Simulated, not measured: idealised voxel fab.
Proc. module: voxel ribs on slabs
Cross-section cut: width 270 nm, square cells of 5 nm.
Bands, listed from the top down, are how a cross-section gets written in this document; the cross-section itself is a grid of square cells, and a band is one or more rows of them. In this notation a band is specified by the heights of its top and bottom, in that order and in nm, after which its materials appear from left to right, each paired with its width in nm. The word "edge to edge" attached to a single material means that material fills the band from edge to edge; the word "air" stands for empty space. Heights are reckoned from 0. Under this level, the received wafer is all of one material. The bottommost band is open-ended downward, for example "0 and below". Note: "30..40" means the width goes from the first number (top row of the band) to the second number (bottom row) in equal steps per row of cells. Where a step carries "no change occurred", the cross-section came out of it unchanged, cell for cell. Voids, sealed: empty space of 8 cells or more with no open way to the top, each as width x height at its distance from the left edge, in nm. Where a step's line continues beyond its settings, the continuation is a remark by the simulator itself on that step. overlay nm: where the mask lay relative to plan, measured to the right, on steps with a mask; negatives go left.

## The process steps that were planned are listed below
1,RECEIVE [material Si]
2,DIRECTIONAL_DEP [material SiO2] [thk nm 25]
3,DIRECTIONAL_DEP [material polySi] [thk nm 25]
4,DIRECTIONAL_DEP [material aC] [thk nm 15]
5,PATTERN [tone cover] [mask id RIB] [material resist] [width nm 15] [thk nm 35] [overlay nm 0]
6,DIRECTIONAL_ETCH [etch materials aC] [depth nm 15]
7,STRIP [etch materials resist]
8,DIRECTIONAL_ETCH [etch materials polySi] [depth nm 15]
9,STRIP [etch materials aC]
10,PATTERN [tone cover] [mask id SLAB] [material resist] [width nm 75] [thk nm 20] [overlay nm 0]
11,DIRECTIONAL_ETCH [etch materials polySi] [depth nm 10]
12,STRIP [etch materials resist]
13,FILL_DEP [material SiO2] [thk nm 20]
14,CMP [height nm 60]
15,DIRECTIONAL_DEP [material W] [thk nm 5]
16,DIRECTIONAL_DEP [material aC] [thk nm 10]
17,PATTERN [tone cover] [mask id HEATER] [material resist] [width nm 25] [thk nm 30] [overlay nm 0]
18,DIRECTIONAL_ETCH [etch materials aC] [depth nm 10]
19,STRIP [etch materials resist]
20,DIRECTIONAL_ETCH [etch materials W] [depth nm 5]
21,STRIP [etch materials aC]
22,CONFORMAL_DEP [material SiO2] [thk nm 5]

## First of two wafers, processed according to plan

## Wafer at receipt (post step 1), cross-section
  0 and below: Si edge to edge
  Voids, sealed: none

## Once step 2 is through, the wafer looks like this in cross-section
  25 down to 0: SiO2 edge to edge
  Below 0, the layers are the same as they were.

## Once step 3 is through, the wafer looks like this in cross-section
  50 down to 25: polySi edge to edge
  Below 25, the layers are the same as they were.

## Once step 4 is through, the wafer looks like this in cross-section
  65 down to 50: aC edge to edge
  Below 50, the layers are the same as they were.

## Once step 5 is through, the wafer looks like this in cross-section
  100 down to 65: 125 of air, 15 of resist, 130 of air
  Below 65, the layers are the same as they were.

## Once step 6 is through, the wafer looks like this in cross-section
  85 down to 65: 125 of air, 15 of resist, 130 of air
  65 down to 50: 125 of air, 15 of aC, 130 of air
  Below 50, the layers are the same as they were.

## Once step 7 is through, the wafer looks like this in cross-section
  65 down to 50: 125 of air, 15 of aC, 130 of air
  Below 50, the layers are the same as they were.

## Once step 8 is through, the wafer looks like this in cross-section
  65 down to 50: 125 of air, 15 of aC, 130 of air
  50 down to 35: 125 of air, 15 of polySi, 130 of air
  Below 35, the layers are the same as they were.

## Once step 9 is through, the wafer looks like this in cross-section
  50 down to 35: 125 of air, 15 of polySi, 130 of air
  Below 35, the layers are the same as they were.

## Once step 10 is through, the wafer looks like this in cross-section
  70 down to 50: 95 of air, 75 of resist, 100 of air
  50 down to 35: 95 of air, 30 of resist, 15 of polySi, 30 of resist, 100 of air
  Below 35, the layers are the same as they were.

## Once step 11 is through, the wafer looks like this in cross-section
  70 down to 50: 95 of air, 75 of resist, 100 of air
  50 down to 35: 95 of air, 30 of resist, 15 of polySi, 30 of resist, 100 of air
  35 down to 25: 95 of air, 75 of polySi, 100 of air
  Below 25, the layers are the same as they were.

## Once step 12 is through, the wafer looks like this in cross-section
  50 down to 35: 125 of air, 15 of polySi, 130 of air
  Below 35, the layers are the same as they were.

## Once step 13 is through, the wafer looks like this in cross-section
  70 down to 50: SiO2 edge to edge
  50 down to 35: 125 of SiO2, 15 of polySi, 130 of SiO2
  35 down to 25: 95 of SiO2, 75 of polySi, 100 of SiO2
  Below 25, the layers are the same as they were.

## Once step 14 is through, the wafer looks like this in cross-section
  60 down to 50: SiO2 edge to edge
  Below 50, the layers are the same as they were.

## Once step 15 is through, the wafer looks like this in cross-section
  65 down to 60: W edge to edge
  Below 60, the layers are the same as they were.

## Once step 16 is through, the wafer looks like this in cross-section
  75 down to 65: aC edge to edge
  Below 65, the layers are the same as they were.

## Once step 17 is through, the wafer looks like this in cross-section
  105 down to 75: 120 of air, 25 of resist, 125 of air
  Below 75, the layers are the same as they were.

## Once step 18 is through, the wafer looks like this in cross-section
  95 down to 75: 120 of air, 25 of resist, 125 of air
  75 down to 65: 120 of air, 25 of aC, 125 of air
  Below 65, the layers are the same as they were.

## Once step 19 is through, the wafer looks like this in cross-section
  75 down to 65: 120 of air, 25 of aC, 125 of air
  Below 65, the layers are the same as they were.

## Once step 20 is through, the wafer looks like this in cross-section
  75 down to 65: 120 of air, 25 of aC, 125 of air
  65 down to 60: 120 of air, 25 of W, 125 of air
  Below 60, the layers are the same as they were.

## Once step 21 is through, the wafer looks like this in cross-section
  65 down to 60: 120 of air, 25 of W, 125 of air
  Below 60, the layers are the same as they were.

## Once step 22 is through, the wafer looks like this in cross-section
  70 down to 65: 115 of air, 35 of SiO2, 120 of air
  65 down to 60: 120 of SiO2, 25 of W, 125 of SiO2
  Below 60, the layers are the same as they were.

## Second Wafer (Identical Start and Plan, One Processing Error; Matches First Wafer Through Step 2)

## Cross-section of the second wafer at the time step 3 of the plan should have ended
  40 down to 25: aC edge to edge
  Below 25, the layers are the same as they were.

## Cross-section of the second wafer at the time step 4 of the plan should have ended
  65 down to 40: polySi edge to edge
  Below 40, the layers are the same as they were.

## Cross-section of the second wafer at the time step 5 of the plan should have ended
  100 down to 65: 125 of air, 15 of resist, 130 of air
  Below 65, the layers are the same as they were.

## Cross-section of the second wafer at the time step 6 of the plan should have ended
  85 down to 65: 125 of air, 15 of resist, 130 of air
  Below 65, the layers are the same as they were.

## Cross-section of the second wafer at the time step 7 of the plan should have ended
  65 down to 40: polySi edge to edge
  Below 40, the layers are the same as they were.

## Cross-section of the second wafer at the time step 8 of the plan should have ended
  50 down to 40: polySi edge to edge
  Below 40, the layers are the same as they were.

Cross-section of the second wafer at the time step 9 of the plan should have ended: no change occurred

## Cross-section of the second wafer at the time step 10 of the plan should have ended
  70 down to 50: 95 of air, 75 of resist, 100 of air
  Below 50, the layers are the same as they were.

## Cross-section of the second wafer at the time step 11 of the plan should have ended
  70 down to 50: 95 of air, 75 of resist, 100 of air
  50 down to 40: 95 of air, 75 of polySi, 100 of air
  Below 40, the layers are the same as they were.

## Cross-section of the second wafer at the time step 12 of the plan should have ended
  50 down to 40: 95 of air, 75 of polySi, 100 of air
  Below 40, the layers are the same as they were.

## Cross-section of the second wafer at the time step 13 of the plan should have ended
  70 down to 50: SiO2 edge to edge
  50 down to 40: 95 of SiO2, 75 of polySi, 100 of SiO2
  Below 40, the layers are the same as they were.

## Cross-section of the second wafer at the time step 14 of the plan should have ended
  60 down to 50: SiO2 edge to edge
  Below 50, the layers are the same as they were.

## Cross-section of the second wafer at the time step 15 of the plan should have ended
  65 down to 60: W edge to edge
  Below 60, the layers are the same as they were.

## Cross-section of the second wafer at the time step 16 of the plan should have ended
  75 down to 65: aC edge to edge
  Below 65, the layers are the same as they were.

## Cross-section of the second wafer at the time step 17 of the plan should have ended
  105 down to 75: 120 of air, 25 of resist, 125 of air
  Below 75, the layers are the same as they were.

## Cross-section of the second wafer at the time step 18 of the plan should have ended
  95 down to 75: 120 of air, 25 of resist, 125 of air
  75 down to 65: 120 of air, 25 of aC, 125 of air
  Below 65, the layers are the same as they were.

## Cross-section of the second wafer at the time step 19 of the plan should have ended
  75 down to 65: 120 of air, 25 of aC, 125 of air
  Below 65, the layers are the same as they were.

## Cross-section of the second wafer at the time step 20 of the plan should have ended
  75 down to 65: 120 of air, 25 of aC, 125 of air
  65 down to 60: 120 of air, 25 of W, 125 of air
  Below 60, the layers are the same as they were.

## Cross-section of the second wafer at the time step 21 of the plan should have ended
  65 down to 60: 120 of air, 25 of W, 125 of air
  Below 60, the layers are the same as they were.

## Cross-section of the second wafer at the time step 22 of the plan should have ended
  70 down to 65: 115 of air, 35 of SiO2, 120 of air
  65 down to 60: 120 of SiO2, 25 of W, 125 of SiO2
  Below 60, the layers are the same as they were.
Diagnosis: step 3 ran in the slot meant for step 4, and vice versa
The closing comparison, in cells, has the second wafer with more or fewer of some materials than the first: SiO2: 153 fewer, aC: 162 more, polySi: 9 fewer
